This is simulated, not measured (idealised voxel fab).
process module | voxel lift off
cross-section cut | 180 nm wide | cells 5 nm
A cross-section is a grid of square cells, given in bands from the top down. A band is one or more rows of cells.
Each band's line starts with the height of the band's top and of its bottom, in nm. Then come its materials from left to right, each with its width in nm. One material with "throughout" fills the band from edge to edge. "air" is empty space.
Height 0 is the level under which the wafer as received is all one material. The lowest band goes on downwards, as in "0 down".
A width such as "30 to 40" changes by the same amount from each row of cells to the next, from the band's top row to its bottom row.
"no change" after a step means that no cell of the cross-section changed.
closed voids: empty space of 8 cells or more with no open way to the top, each as width x height at its distance from the left edge, in nm
after a step's settings: what the simulator itself notes on the step
overlay nm, on a step with a mask: how far to the right of its planned place the mask lay; to the left if negative
plan
1 op RECEIVE | material Si
2 op CONFORMAL_DEP | material SiN | thk nm 5
3 op PATTERN | tone open | mask id LINES | material resist | width nm 30 | pitch nm 45 | thk nm 20 | overlay nm 0
4 op DIRECTIONAL_DEP | material Ru | thk nm 10
5 op STRIP | etch materials resist
6 op CONFORMAL_DEP | material SiCN | thk nm 5
as received, after step 1
  0 down: Si throughout
  closed voids: none
a wafer at the end: this start, this plan, one mistake
  20 to 15: SiCN 35 | air 20 | SiCN 25 | air 20 | SiCN 25 | air 20 | SiCN 35
  15 to 10: Ru 30 | SiCN 5 | air 20 | SiCN 5 | Ru 15 | SiCN 5 | air 20 | SiCN 5 | Ru 15 | SiCN 5 | air 20 | SiCN 5 | Ru 30
  10 to 5: Ru 30 | SiCN 30 | Ru 15 | SiCN 30 | Ru 15 | SiCN 30 | Ru 30
  5 to 0: SiN throughout
  0 down: Si throughout
  closed voids: none
what went wrong: step 3 ran as: op PATTERN | tone cover | mask id LINES | material resist | width nm 30 | pitch nm 45 | thk nm 20 | overlay nm 0
